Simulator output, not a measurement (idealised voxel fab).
Process module in this document: voxel self aligned contacts
In the cross-section labelled cut, the width is 225 nm and each square cell is 5 nm.
Heads up, the way a cross-section reads in here is a grid of square cells, handed over as bands from the top down, with every band being one or more rows of cells.
Band: top and bottom heights (nm) first, top before bottom; then materials from left to right, widths in nm. "everywhere" marks a sole material filling the band edge to edge. "air" denotes empty space.
Where do heights start? At 0: under that level the wafer as delivered is made of one material only. And the lowest band has no floor; it just carries on downward, as in "z 0 and below".
A two-number width, for instance "30 to 40", indicates that the width is equal to the first number in the top row of the band and to the second number in the bottom row, and that it changes by a constant amount per row of cells.
"remains unaltered" (step): cross-section cells unchanged, all of them.
Sealed internal voids: empty space of 8 cells or more with no open way to the top, each as width x height at its distance from the left edge, in nm
That trailing text on a step's line, after the settings, is the simulator's own remark on the step.
overlay nm, on a step with a mask: how far to the right of its planned place the mask lay; to the left if negative
Pairs, read this way: before one process step on the one hand, after it on the other, the after cross-section ending at the lowest band that changed; the step between, settings included, beneath. Same starting wafer throughout, but possibly different runs of this module, so no pair continues from the pair above unless its entry headed "Before this step" says so.

# Before this step
	z 50 to 40: 70 of SiO2 / 35 of air / 15 of SiO2 / 35 of air / 70 of SiO2
	z 40 to 20: 45 of SiO2 / 5 of SiN / 25 of polySi / 5 of SiN / 15 of air / 5 of SiN / 25 of polySi / 5 of SiN / 15 of air / 5 of SiN / 25 of polySi / 5 of SiN / 45 of SiO2
	z 20 to 0: SiN everywhere
	z 0 to -5: SiO2 everywhere
	z -5 and below: Si everywhere
	Sealed internal voids: none

# State After Step
	z 55 to 50: 75 of TiN / 25 of air / 25 of TiN / 25 of air / 75 of TiN
	z 50 to 40: 70 of SiO2 / 5 to 15 of TiN / 25 to 5 of air / 5 to 15 of TiN / 15 of SiO2 / 5 to 15 of TiN / 25 to 5 of air / 5 to 15 of TiN / 70 of SiO2
	z 40 to 25: 45 of SiO2 / 5 of SiN / 25 of polySi / 5 of SiN / 5 of TiN / 5 of air / 5 of TiN / 5 of SiN / 25 of polySi / 5 of SiN / 5 of TiN / 5 of air / 5 of TiN / 5 of SiN / 25 of polySi / 5 of SiN / 45 of SiO2
	z 25 to 20: 45 of SiO2 / 5 of SiN / 25 of polySi / 5 of SiN / 15 of TiN / 5 of SiN / 25 of polySi / 5 of SiN / 15 of TiN / 5 of SiN / 25 of polySi / 5 of SiN / 45 of SiO2
	Anything lower than 20 is untouched.
	Sealed internal voids: none
The before and after cross-sections above differ by one step: op CONFORMAL_DEP | material TiN | thk nm 5

Before this step: see preceding pair, after cross-section.

# State After Step
	z 60 to 55: Ru everywhere
	z 55 to 50: 75 of TiN / 25 of Ru / 25 of TiN / 25 of Ru / 75 of TiN
	z 50 to 40: 70 of SiO2 / 5 to 15 of TiN / 25 to 5 of Ru / 5 to 15 of TiN / 15 of SiO2 / 5 to 15 of TiN / 25 to 5 of Ru / 5 to 15 of TiN / 70 of SiO2
	z 40 to 25: 45 of SiO2 / 5 of SiN / 25 of polySi / 5 of SiN / 5 of TiN / 5 of Ru / 5 of TiN / 5 of SiN / 25 of polySi / 5 of SiN / 5 of TiN / 5 of Ru / 5 of TiN / 5 of SiN / 25 of polySi / 5 of SiN / 45 of SiO2
	Anything lower than 25 is untouched.
	Sealed internal voids: none
The before and after cross-sections above differ by one step: op FILL_DEP | material Ru | thk nm 5

Before this step: see preceding pair, after cross-section.

# State After Step
	z 50 to 40: 70 of SiO2 / 5 to 15 of TiN / 25 to 5 of Ru / 5 to 15 of TiN / 15 of SiO2 / 5 to 15 of TiN / 25 to 5 of Ru / 5 to 15 of TiN / 70 of SiO2
	Anything lower than 40 is untouched.
	Sealed internal voids: none
The before and after cross-sections above differ by one step: op CMP | height nm 50

Before this step: see preceding pair, after cross-section.

# State After Step
	z 55 to 50: SiCN everywhere
	Anything lower than 50 is untouched.
	Sealed internal voids: none
The before and after cross-sections above differ by one step: op CONFORMAL_DEP | material SiCN | thk nm 5

# Before this step
	z 70 to 50: 70 of resist / 35 of air / 15 of resist / 35 of air / 70 of resist
	z 50 to 40: SiO2 everywhere
	z 40 to 20: 45 of SiO2 / 35 of SiN / 15 of SiO2 / 35 of SiN / 15 of SiO2 / 35 of SiN / 45 of SiO2
	z 20 to 0: 45 of SiO2 / 5 of SiN / 25 of polySi / 5 of SiN / 15 of SiO2 / 5 of SiN / 25 of polySi / 5 of SiN / 15 of SiO2 / 5 of SiN / 25 of polySi / 5 of SiN / 45 of SiO2
	z 0 to -5: SiO2 everywhere
	z -5 and below: Si everywhere
	Sealed internal voids: none

# State After Step
	z 70 to 50: 70 of resist / 35 of air / 15 of resist / 35 of air / 70 of resist
	z 50 to 40: 70 of SiO2 / 35 of air / 15 of SiO2 / 35 of air / 70 of SiO2
	z 40 to 20: 45 of SiO2 / 35 of SiN / 15 of air / 35 of SiN / 15 of air / 35 of SiN / 45 of SiO2
	z 20 to 5: 45 of SiO2 / 5 of SiN / 25 of polySi / 5 of SiN / 15 of air / 5 of SiN / 25 of polySi / 5 of SiN / 15 of air / 5 of SiN / 25 of polySi / 5 of SiN / 45 of SiO2
	Anything lower than 5 is untouched.
	Sealed internal voids: none
The before and after cross-sections above differ by one step: op DIRECTIONAL_ETCH | etch materials SiO2 | depth nm 45

Before this step: see preceding pair, after cross-section.

# State After Step
	z 50 to 40: 70 of SiO2 / 35 of air / 15 of SiO2 / 35 of air / 70 of SiO2
	Anything lower than 40 is untouched.
	Sealed internal voids: none
The before and after cross-sections above differ by one step: op STRIP | etch materials resist

Before this step: see preceding pair, after cross-section.

# State After Step
	z 55 to 50: 75 of TiN / 25 of air / 25 of TiN / 25 of air / 75 of TiN
	z 50 to 40: 70 of SiO2 / 5 to 15 of TiN / 25 to 5 of air / 5 to 15 of TiN / 15 of SiO2 / 5 to 15 of TiN / 25 to 5 of air / 5 to 15 of TiN / 70 of SiO2
	z 40 to 20: 45 of SiO2 / 35 of SiN / 5 of TiN / 5 of air / 5 of TiN / 35 of SiN / 5 of TiN / 5 of air / 5 of TiN / 35 of SiN / 45 of SiO2
	z 20 to 10: 45 of SiO2 / 5 of SiN / 25 of polySi / 5 of SiN / 5 of TiN / 5 of air / 5 of TiN / 5 of SiN / 25 of polySi / 5 of SiN / 5 of TiN / 5 of air / 5 of TiN / 5 of SiN / 25 of polySi / 5 of SiN / 45 of SiO2
	z 10 to 5: 45 of SiO2 / 5 of SiN / 25 of polySi / 5 of SiN / 15 of TiN / 5 of SiN / 25 of polySi / 5 of SiN / 15 of TiN / 5 of SiN / 25 of polySi / 5 of SiN / 45 of SiO2
	Anything lower than 5 is untouched.
	Sealed internal voids: none
The before and after cross-sections above differ by one step: op CONFORMAL_DEP | material TiN | thk nm 5

Before this step: see preceding pair, after cross-section.

# State After Step
	z 60 to 55: Ru everywhere
	z 55 to 50: 75 of TiN / 25 of Ru / 25 of TiN / 25 of Ru / 75 of TiN
	z 50 to 40: 70 of SiO2 / 5 to 15 of TiN / 25 to 5 of Ru / 5 to 15 of TiN / 15 of SiO2 / 5 to 15 of TiN / 25 to 5 of Ru / 5 to 15 of TiN / 70 of SiO2
	z 40 to 20: 45 of SiO2 / 35 of SiN / 5 of TiN / 5 of Ru / 5 of TiN / 35 of SiN / 5 of TiN / 5 of Ru / 5 of TiN / 35 of SiN / 45 of SiO2
	z 20 to 10: 45 of SiO2 / 5 of SiN / 25 of polySi / 5 of SiN / 5 of TiN / 5 of Ru / 5 of TiN / 5 of SiN / 25 of polySi / 5 of SiN / 5 of TiN / 5 of Ru / 5 of TiN / 5 of SiN / 25 of polySi / 5 of SiN / 45 of SiO2
	Anything lower than 10 is untouched.
	Sealed internal voids: none
The before and after cross-sections above differ by one step: op FILL_DEP | material Ru | thk nm 5

Before this step: see preceding pair, after cross-section.

# State After Step
	z 50 to 40: 70 of SiO2 / 5 to 15 of TiN / 25 to 5 of Ru / 5 to 15 of TiN / 15 of SiO2 / 5 to 15 of TiN / 25 to 5 of Ru / 5 to 15 of TiN / 70 of SiO2
	Anything lower than 40 is untouched.
	Sealed internal voids: none
The before and after cross-sections above differ by one step: op CMP | height nm 50

Before this step: see preceding pair, after cross-section.

# State After Step
	z 55 to 50: SiCN everywhere
	Anything lower than 50 is untouched.
	Sealed internal voids: none
The before and after cross-sections above differ by one step: op CONFORMAL_DEP | material SiCN | thk nm 5

# Before this step
	z 50 to 40: aC everywhere
	z 40 to 20: SiN everywhere
	z 20 to 0: polySi everywhere
	z 0 to -5: SiO2 everywhere
	z -5 and below: Si everywhere
	Sealed internal voids: none

# State After Step
	z 80 to 50: 50 of air / 30 of resist / 20 of air / 30 of resist / 20 of air / 30 of resist / 45 of air
	Anything lower than 50 is untouched.
	Sealed internal voids: none
The before and after cross-sections above differ by one step: op PATTERN | tone cover | mask id GATE | material resist | width nm 30 | pitch nm 50 | thk nm 30 | overlay nm 0

Before this step: see preceding pair, after cross-section.

# State After Step
	z 70 to 50: 50 of air / 30 of resist / 20 of air / 30 of resist / 20 of air / 30 of resist / 45 of air
	z 50 to 40: 50 of air / 30 of aC / 20 of air / 30 of aC / 20 of air / 30 of aC / 45 of air
	Anything lower than 40 is untouched.
	Sealed internal voids: none
The before and after cross-sections above differ by one step: op DIRECTIONAL_ETCH | etch materials aC | depth nm 10

Before this step: see preceding pair, after cross-section.

# State After Step
	z 50 to 40: 50 of air / 30 of aC / 20 of air / 30 of aC / 20 of air / 30 of aC / 45 of air
	Anything lower than 40 is untouched.
	Sealed internal voids: none
The before and after cross-sections above differ by one step: op STRIP | etch materials resist

Before this step: see preceding pair, after cross-section.

# State After Step
	z 50 to 40: 50 of air / 30 of aC / 20 of air / 30 of aC / 20 of air / 30 of aC / 45 of air
	z 40 to 20: 50 of air / 30 of SiN / 20 of air / 30 of SiN / 20 of air / 30 of SiN / 45 of air
	Anything lower than 20 is untouched.
	Sealed internal voids: none
The before and after cross-sections above differ by one step: op DIRECTIONAL_ETCH | etch materials SiN | depth nm 20

Before this step: see preceding pair, after cross-section.

# State After Step
	z 50 to 40: 50 of air / 30 of aC / 20 of air / 30 of aC / 20 of air / 30 of aC / 45 of air
	z 40 to 20: 50 of air / 30 of SiN / 20 of air / 30 of SiN / 20 of air / 30 of SiN / 45 of air
	z 20 to 0: 50 of air / 30 of polySi / 20 of air / 30 of polySi / 20 of air / 30 of polySi / 45 of air
	Anything lower than 0 is untouched.
	Sealed internal voids: none
The before and after cross-sections above differ by one step: op DIRECTIONAL_ETCH | etch materials polySi | depth nm 20

Before this step: see preceding pair, after cross-section.

# State After Step
	z 40 to 20: 50 of air / 30 of SiN / 20 of air / 30 of SiN / 20 of air / 30 of SiN / 45 of air
	Anything lower than 20 is untouched.
	Sealed internal voids: none
The before and after cross-sections above differ by one step: op STRIP | etch materials aC

Before this step: see preceding pair, after cross-section.

# State After Step
	z 45 to 20: 45 of air / 40 of SiN / 10 of air / 40 of SiN / 10 of air / 40 of SiN / 40 of air
	z 20 to 5: 45 of air / 5 of SiN / 30 of polySi / 5 of SiN / 10 of air / 5 of SiN / 30 of polySi / 5 of SiN / 10 of air / 5 of SiN / 30 of polySi / 5 of SiN / 40 of air
	z 5 to 0: 50 of SiN / 30 of polySi / 20 of SiN / 30 of polySi / 20 of SiN / 30 of polySi / 45 of SiN
	Anything lower than 0 is untouched.
	Sealed internal voids: none
The before and after cross-sections above differ by one step: op CONFORMAL_DEP | material SiN | thk nm 5

Before this step: see preceding pair, after cross-section.

# State After Step
	z 40 to 20: 45 of air / 40 of SiN / 10 of air / 40 of SiN / 10 of air / 40 of SiN / 40 of air
	z 20 to 0: 45 of air / 5 of SiN / 30 of polySi / 5 of SiN / 10 of air / 5 of SiN / 30 of polySi / 5 of SiN / 10 of air / 5 of SiN / 30 of polySi / 5 of SiN / 40 of air
	Anything lower than 0 is untouched.
	Sealed internal voids: none
The before and after cross-sections above differ by one step: op DIRECTIONAL_ETCH | etch materials SiN | depth nm 5

Before this step: see preceding pair, after cross-section.

# State After Step
	z 55 to 40: SiO2 everywhere
	z 40 to 20: 45 of SiO2 / 40 of SiN / 10 of SiO2 / 40 of SiN / 10 of SiO2 / 40 of SiN / 40 of SiO2
	z 20 to 0: 45 of SiO2 / 5 of SiN / 30 of polySi / 5 of SiN / 10 of SiO2 / 5 of SiN / 30 of polySi / 5 of SiN / 10 of SiO2 / 5 of SiN / 30 of polySi / 5 of SiN / 40 of SiO2
	Anything lower than 0 is untouched.
	Sealed internal voids: none
The before and after cross-sections above differ by one step: op FILL_DEP | material SiO2 | thk nm 15

Before this step: see preceding pair, after cross-section.

# State After Step
	z 50 to 40: SiO2 everywhere
	Anything lower than 40 is untouched.
	Sealed internal voids: none
The before and after cross-sections above differ by one step: op CMP | height nm 50

Before this step: see preceding pair, after cross-section.

# State After Step
	z 70 to 50: 70 of resist / 35 of air / 15 of resist / 35 of air / 70 of resist
	Anything lower than 50 is untouched.
	Sealed internal voids: none
The before and after cross-sections above differ by one step: op PATTERN | tone open | mask id CONTACT | material resist | width nm 35 | pitch nm 50 | thk nm 20 | overlay nm 0

Before this step: see preceding pair, after cross-section.

# State After Step
	z 70 to 50: 70 of resist / 35 of air / 15 of resist / 35 of air / 70 of resist
	z 50 to 40: 70 of SiO2 / 35 of air / 15 of SiO2 / 35 of air / 70 of SiO2
	z 40 to 20: 45 of SiO2 / 40 of SiN / 10 of air / 40 of SiN / 10 of air / 40 of SiN / 40 of SiO2
	z 20 to 0: 45 of SiO2 / 5 of SiN / 30 of polySi / 5 of SiN / 10 of air / 5 of SiN / 30 of polySi / 5 of SiN / 10 of air / 5 of SiN / 30 of polySi / 5 of SiN / 40 of SiO2
	z 0 to -5: 85 of SiO2 / 10 of air / 40 of SiO2 / 10 of air / 80 of SiO2
	Anything lower than -5 is untouched.
	Sealed internal voids: none
The before and after cross-sections above differ by one step: op DIRECTIONAL_ETCH | etch materials SiO2 | depth nm 55

Before this step: see preceding pair, after cross-section.

# State After Step
	z 50 to 40: 70 of SiO2 / 35 of air / 15 of SiO2 / 35 of air / 70 of SiO2
	Anything lower than 40 is untouched.
	Sealed internal voids: none
The before and after cross-sections above differ by one step: op STRIP | etch materials resist

Before this step: see preceding pair, after cross-section.

# State After Step
	z 55 to 50: 75 of TiN / 25 of air / 25 of TiN / 25 of air / 75 of TiN
	z 50 to 45: 70 of SiO2 / 5 of TiN / 25 of air / 5 of TiN / 15 of SiO2 / 5 of TiN / 25 of air / 5 of TiN / 70 of SiO2
	z 45 to 40: 70 of SiO2 / 35 of TiN / 15 of SiO2 / 35 of TiN / 70 of SiO2
	z 40 to 20: 45 of SiO2 / 40 of SiN / 10 of TiN / 40 of SiN / 10 of TiN / 40 of SiN / 40 of SiO2
	z 20 to 0: 45 of SiO2 / 5 of SiN / 30 of polySi / 5 of SiN / 10 of TiN / 5 of SiN / 30 of polySi / 5 of SiN / 10 of TiN / 5 of SiN / 30 of polySi / 5 of SiN / 40 of SiO2
	z 0 to -5: 85 of SiO2 / 10 of TiN / 40 of SiO2 / 10 of TiN / 80 of SiO2
	Anything lower than -5 is untouched.
	Sealed internal voids: none
The before and after cross-sections above differ by one step: op CONFORMAL_DEP | material TiN | thk nm 5

Before this step: see preceding pair, after cross-section.

# State After Step
	z 60 to 55: Ru everywhere
	z 55 to 50: 75 of TiN / 25 of Ru / 25 of TiN / 25 of Ru / 75 of TiN
	z 50 to 45: 70 of SiO2 / 5 of TiN / 25 of Ru / 5 of TiN / 15 of SiO2 / 5 of TiN / 25 of Ru / 5 of TiN / 70 of SiO2
	Anything lower than 45 is untouched.
	Sealed internal voids: none
The before and after cross-sections above differ by one step: op FILL_DEP | material Ru | thk nm 5

Before this step: see preceding pair, after cross-section.

# State After Step
	z 50 to 45: 70 of SiO2 / 5 of TiN / 25 of Ru / 5 of TiN / 15 of SiO2 / 5 of TiN / 25 of Ru / 5 of TiN / 70 of SiO2
	Anything lower than 45 is untouched.
	Sealed internal voids: none
The before and after cross-sections above differ by one step: op CMP | height nm 50

Before this step: see preceding pair, after cross-section.

# State After Step
	z 55 to 50: SiCN everywhere
	Anything lower than 50 is untouched.
	Sealed internal voids: none
The before and after cross-sections above differ by one step: op CONFORMAL_DEP | material SiCN | thk nm 5

# Before this step
	z 50 to 40: aC everywhere
	z 40 to 20: SiN everywhere
	z 20 to 0: polySi everywhere
	z 0 to -5: SiO2 everywhere
	z -5 and below: Si everywhere
	Sealed internal voids: none

# State After Step
	z 80 to 50: 60 of air / 25 of resist / 25 of air / 25 of resist / 25 of air / 25 of resist / 40 of air
	Anything lower than 50 is untouched.
	Sealed internal voids: none
The before and after cross-sections above differ by one step: op PATTERN | tone cover | mask id GATE | material resist | width nm 25 | pitch nm 50 | thk nm 30 | overlay nm 10

Before this step: see preceding pair, after cross-section.

# State After Step
	z 70 to 50: 60 of air / 25 of resist / 25 of air / 25 of resist / 25 of air / 25 of resist / 40 of air
	z 50 to 40: 60 of air / 25 of aC / 25 of air / 25 of aC / 25 of air / 25 of aC / 40 of air
	Anything lower than 40 is untouched.
	Sealed internal voids: none
The before and after cross-sections above differ by one step: op DIRECTIONAL_ETCH | etch materials aC | depth nm 10

Before this step: see preceding pair, after cross-section.

# State After Step
	z 50 to 40: 60 of air / 25 of aC / 25 of air / 25 of aC / 25 of air / 25 of aC / 40 of air
	Anything lower than 40 is untouched.
	Sealed internal voids: none
The before and after cross-sections above differ by one step: op STRIP | etch materials resist

Before this step: see preceding pair, after cross-section.

# State After Step
	z 50 to 40: 60 of air / 25 of aC / 25 of air / 25 of aC / 25 of air / 25 of aC / 40 of air
	z 40 to 20: 60 of air / 25 of SiN / 25 of air / 25 of SiN / 25 of air / 25 of SiN / 40 of air
	Anything lower than 20 is untouched.
	Sealed internal voids: none
The before and after cross-sections above differ by one step: op DIRECTIONAL_ETCH | etch materials SiN | depth nm 20

Before this step: see preceding pair, after cross-section.

# State After Step
	z 50 to 40: 60 of air / 25 of aC / 25 of air / 25 of aC / 25 of air / 25 of aC / 40 of air
	z 40 to 20: 60 of air / 25 of SiN / 25 of air / 25 of SiN / 25 of air / 25 of SiN / 40 of air
	z 20 to 0: 60 of air / 25 of polySi / 25 of air / 25 of polySi / 25 of air / 25 of polySi / 40 of air
	Anything lower than 0 is untouched.
	Sealed internal voids: none
The before and after cross-sections above differ by one step: op DIRECTIONAL_ETCH | etch materials polySi | depth nm 20

Before this step: see preceding pair, after cross-section.

# State After Step
	z 40 to 20: 60 of air / 25 of SiN / 25 of air / 25 of SiN / 25 of air / 25 of SiN / 40 of air
	Anything lower than 20 is untouched.
	Sealed internal voids: none
The before and after cross-sections above differ by one step: op STRIP | etch materials aC

Before this step: see preceding pair, after cross-section.

# State After Step
	z 45 to 20: 55 of air / 35 of SiN / 15 of air / 35 of SiN / 15 of air / 35 of SiN / 35 of air
	z 20 to 5: 55 of air / 5 of SiN / 25 of polySi / 5 of SiN / 15 of air / 5 of SiN / 25 of polySi / 5 of SiN / 15 of air / 5 of SiN / 25 of polySi / 5 of SiN / 35 of air
	z 5 to 0: 60 of SiN / 25 of polySi / 25 of SiN / 25 of polySi / 25 of SiN / 25 of polySi / 40 of SiN
	Anything lower than 0 is untouched.
	Sealed internal voids: none
The before and after cross-sections above differ by one step: op CONFORMAL_DEP | material SiN | thk nm 5

Before this step: see preceding pair, after cross-section.

# State After Step
	z 40 to 20: 55 of air / 35 of SiN / 15 of air / 35 of SiN / 15 of air / 35 of SiN / 35 of air
	z 20 to 0: 55 of air / 5 of SiN / 25 of polySi / 5 of SiN / 15 of air / 5 of SiN / 25 of polySi / 5 of SiN / 15 of air / 5 of SiN / 25 of polySi / 5 of SiN / 35 of air
	Anything lower than 0 is untouched.
	Sealed internal voids: none
The before and after cross-sections above differ by one step: op DIRECTIONAL_ETCH | etch materials SiN | depth nm 5

Before this step: see preceding pair, after cross-section.

# State After Step
	z 55 to 40: SiO2 everywhere
	z 40 to 20: 55 of SiO2 / 35 of SiN / 15 of SiO2 / 35 of SiN / 15 of SiO2 / 35 of SiN / 35 of SiO2
	z 20 to 0: 55 of SiO2 / 5 of SiN / 25 of polySi / 5 of SiN / 15 of SiO2 / 5 of SiN / 25 of polySi / 5 of SiN / 15 of SiO2 / 5 of SiN / 25 of polySi / 5 of SiN / 35 of SiO2
	Anything lower than 0 is untouched.
	Sealed internal voids: none
The before and after cross-sections above differ by one step: op FILL_DEP | material SiO2 | thk nm 15

Before this step: see preceding pair, after cross-section.

# State After Step
	z 50 to 40: SiO2 everywhere
	Anything lower than 40 is untouched.
	Sealed internal voids: none
The before and after cross-sections above differ by one step: op CMP | height nm 50

Before this step: see preceding pair, after cross-section.

# State After Step
	z 70 to 50: 70 of resist / 35 of air / 15 of resist / 35 of air / 70 of resist
	Anything lower than 50 is untouched.
	Sealed internal voids: none
The before and after cross-sections above differ by one step: op PATTERN | tone open | mask id CONTACT | material resist | width nm 35 | pitch nm 50 | thk nm 20 | overlay nm 0

Before this step: see preceding pair, after cross-section.

# State After Step
	z 70 to 50: 70 of resist / 35 of air / 15 of resist / 35 of air / 70 of resist
	z 50 to 40: 70 of SiO2 / 35 of air / 15 of SiO2 / 35 of air / 70 of SiO2
	z 40 to 20: 55 of SiO2 / 35 of SiN / 15 of air / 35 of SiN / 15 of air / 35 of SiN / 35 of SiO2
	z 20 to 0: 55 of SiO2 / 5 of SiN / 25 of polySi / 5 of SiN / 15 of air / 5 of SiN / 25 of polySi / 5 of SiN / 15 of air / 5 of SiN / 25 of polySi / 5 of SiN / 35 of SiO2
	z 0 to -5: 90 of SiO2 / 15 of air / 35 of SiO2 / 15 of air / 70 of SiO2
	Anything lower than -5 is untouched.
	Sealed internal voids: none
The before and after cross-sections above differ by one step: op DIRECTIONAL_ETCH | etch materials SiO2 | depth nm 55

Before this step: see preceding pair, after cross-section.

# State After Step
	z 50 to 40: 70 of SiO2 / 35 of air / 15 of SiO2 / 35 of air / 70 of SiO2
	Anything lower than 40 is untouched.
	Sealed internal voids: none
The before and after cross-sections above differ by one step: op STRIP | etch materials resist

Before this step: see preceding pair, after cross-section.

# State After Step
	z 55 to 50: 75 of TiN / 25 of air / 25 of TiN / 25 of air / 75 of TiN
	z 50 to 40: 70 of SiO2 / 5 to 25 of TiN / 25 to 5 of air / 5 of TiN / 15 of SiO2 / 5 to 25 of TiN / 25 to 5 of air / 5 of TiN / 70 of SiO2
	z 40 to 20: 55 of SiO2 / 35 of SiN / 5 of TiN / 5 of air / 5 of TiN / 35 of SiN / 5 of TiN / 5 of air / 5 of TiN / 35 of SiN / 35 of SiO2
	z 20 to 0: 55 of SiO2 / 5 of SiN / 25 of polySi / 5 of SiN / 5 of TiN / 5 of air / 5 of TiN / 5 of SiN / 25 of polySi / 5 of SiN / 5 of TiN / 5 of air / 5 of TiN / 5 of SiN / 25 of polySi / 5 of SiN / 35 of SiO2
	z 0 to -5: 90 of SiO2 / 15 of TiN / 35 of SiO2 / 15 of TiN / 70 of SiO2
	Anything lower than -5 is untouched.
	Sealed internal voids: none
The before and after cross-sections above differ by one step: op CONFORMAL_DEP | material TiN | thk nm 5

Before this step: see preceding pair, after cross-section.

# State After Step
	z 60 to 55: Ru everywhere
	z 55 to 50: 75 of TiN / 25 of Ru / 25 of TiN / 25 of Ru / 75 of TiN
	z 50 to 40: 70 of SiO2 / 5 to 25 of TiN / 25 to 5 of Ru / 5 of TiN / 15 of SiO2 / 5 to 25 of TiN / 25 to 5 of Ru / 5 of TiN / 70 of SiO2
	z 40 to 20: 55 of SiO2 / 35 of SiN / 5 of TiN / 5 of Ru / 5 of TiN / 35 of SiN / 5 of TiN / 5 of Ru / 5 of TiN / 35 of SiN / 35 of SiO2
	z 20 to 0: 55 of SiO2 / 5 of SiN / 25 of polySi / 5 of SiN / 5 of TiN / 5 of Ru / 5 of TiN / 5 of SiN / 25 of polySi / 5 of SiN / 5 of TiN / 5 of Ru / 5 of TiN / 5 of SiN / 25 of polySi / 5 of SiN / 35 of SiO2
	Anything lower than 0 is untouched.
	Sealed internal voids: none
The before and after cross-sections above differ by one step: op FILL_DEP | material Ru | thk nm 5

Before this step: see preceding pair, after cross-section.

# State After Step
	z 50 to 40: 70 of SiO2 / 5 to 25 of TiN / 25 to 5 of Ru / 5 of TiN / 15 of SiO2 / 5 to 25 of TiN / 25 to 5 of Ru / 5 of TiN / 70 of SiO2
	Anything lower than 40 is untouched.
	Sealed internal voids: none
The before and after cross-sections above differ by one step: op CMP | height nm 50

Before this step: see preceding pair, after cross-section.

# State After Step
	z 55 to 50: SiCN everywhere
	Anything lower than 50 is untouched.
	Sealed internal voids: none
The before and after cross-sections above differ by one step: op CONFORMAL_DEP | material SiCN | thk nm 5

# Before this step
	z 0 to -5: SiO2 everywhere
	z -5 and below: Si everywhere
	Sealed internal voids: none

# State After Step
	z 20 to -5: SiO2 everywhere
	Anything lower than -5 is untouched.
	Sealed internal voids: none
The before and after cross-sections above differ by one step: op DIRECTIONAL_DEP | material SiO2 | thk nm 20

Before this step: see preceding pair, after cross-section.

# State After Step
	z 40 to 20: SiN everywhere
	Anything lower than 20 is untouched.
	Sealed internal voids: none
The before and after cross-sections above differ by one step: op DIRECTIONAL_DEP | material SiN | thk nm 20

Before this step: see preceding pair, after cross-section.

# State After Step
	z 50 to 40: aC everywhere
	Anything lower than 40 is untouched.
	Sealed internal voids: none
The before and after cross-sections above differ by one step: op DIRECTIONAL_DEP | material aC | thk nm 10

Before this step: see preceding pair, after cross-section.

# State After Step
	z 80 to 50: 50 of air / 25 of resist / 25 of air / 25 of resist / 25 of air / 25 of resist / 50 of air
	Anything lower than 50 is untouched.
	Sealed internal voids: none
The before and after cross-sections above differ by one step: op PATTERN | tone cover | mask id GATE | material resist | width nm 25 | pitch nm 50 | thk nm 30 | overlay nm 0

Before this step: see preceding pair, after cross-section.

# State After Step
	z 70 to 50: 50 of air / 25 of resist / 25 of air / 25 of resist / 25 of air / 25 of resist / 50 of air
	z 50 to 40: 50 of air / 25 of aC / 25 of air / 25 of aC / 25 of air / 25 of aC / 50 of air
	Anything lower than 40 is untouched.
	Sealed internal voids: none
The before and after cross-sections above differ by one step: op DIRECTIONAL_ETCH | etch materials aC | depth nm 10

Before this step: see preceding pair, after cross-section.

# State After Step
	z 50 to 40: 50 of air / 25 of aC / 25 of air / 25 of aC / 25 of air / 25 of aC / 50 of air
	Anything lower than 40 is untouched.
	Sealed internal voids: none
The before and after cross-sections above differ by one step: op STRIP | etch materials resist

Before this step: see preceding pair, after cross-section.

# State After Step
	z 50 to 40: 50 of air / 25 of aC / 25 of air / 25 of aC / 25 of air / 25 of aC / 50 of air
	z 40 to 20: 50 of air / 25 of SiN / 25 of air / 25 of SiN / 25 of air / 25 of SiN / 50 of air
	Anything lower than 20 is untouched.
	Sealed internal voids: none
The before and after cross-sections above differ by one step: op DIRECTIONAL_ETCH | etch materials SiN | depth nm 20

Before this step: see preceding pair, after cross-section.

# State After Step
	z 40 to 20: 50 of air / 25 of SiN / 25 of air / 25 of SiN / 25 of air / 25 of SiN / 50 of air
	Anything lower than 20 is untouched.
	Sealed internal voids: none
The before and after cross-sections above differ by one step: op STRIP | etch materials aC

Before this step: see preceding pair, after cross-section.

# State After Step
	z 45 to 25: 45 of air / 35 of SiN / 15 of air / 35 of SiN / 15 of air / 35 of SiN / 45 of air
	z 25 to 20: SiN everywhere
	Anything lower than 20 is untouched.
	Sealed internal voids: none
The before and after cross-sections above differ by one step: op CONFORMAL_DEP | material SiN | thk nm 5

Before this step: see preceding pair, after cross-section.

# State After Step
	z 40 to 20: 45 of air / 35 of SiN / 15 of air / 35 of SiN / 15 of air / 35 of SiN / 45 of air
	Anything lower than 20 is untouched.
	Sealed internal voids: none
The before and after cross-sections above differ by one step: op DIRECTIONAL_ETCH | etch materials SiN | depth nm 5

Before this step: see preceding pair, after cross-section.

# State After Step
	z 55 to 40: SiO2 everywhere
	z 40 to 20: 45 of SiO2 / 35 of SiN / 15 of SiO2 / 35 of SiN / 15 of SiO2 / 35 of SiN / 45 of SiO2
	Anything lower than 20 is untouched.
	Sealed internal voids: none
The before and after cross-sections above differ by one step: op FILL_DEP | material SiO2 | thk nm 15

Before this step: see preceding pair, after cross-section.

# State After Step
	z 50 to 40: SiO2 everywhere
	Anything lower than 40 is untouched.
	Sealed internal voids: none
The before and after cross-sections above differ by one step: op CMP | height nm 50

Before this step: see preceding pair, after cross-section.

# State After Step
	z 70 to 50: 70 of resist / 35 of air / 15 of resist / 35 of air / 70 of resist
	Anything lower than 50 is untouched.
	Sealed internal voids: none
The before and after cross-sections above differ by one step: op PATTERN | tone open | mask id CONTACT | material resist | width nm 35 | pitch nm 50 | thk nm 20 | overlay nm 0

Before this step: see preceding pair, after cross-section.

# State After Step
	z 70 to 50: 70 of resist / 35 of air / 15 of resist / 35 of air / 70 of resist
	z 50 to 40: 70 of SiO2 / 35 of air / 15 of SiO2 / 35 of air / 70 of SiO2
	z 40 to 20: 45 of SiO2 / 35 of SiN / 15 of air / 35 of SiN / 15 of air / 35 of SiN / 45 of SiO2
	z 20 to -5: 80 of SiO2 / 15 of air / 35 of SiO2 / 15 of air / 80 of SiO2
	Anything lower than -5 is untouched.
	Sealed internal voids: none
The before and after cross-sections above differ by one step: op DIRECTIONAL_ETCH | etch materials SiO2 | depth nm 55

Before this step: see preceding pair, after cross-section.

# State After Step
	z 50 to 40: 70 of SiO2 / 35 of air / 15 of SiO2 / 35 of air / 70 of SiO2
	Anything lower than 40 is untouched.
	Sealed internal voids: none
The before and after cross-sections above differ by one step: op STRIP | etch materials resist
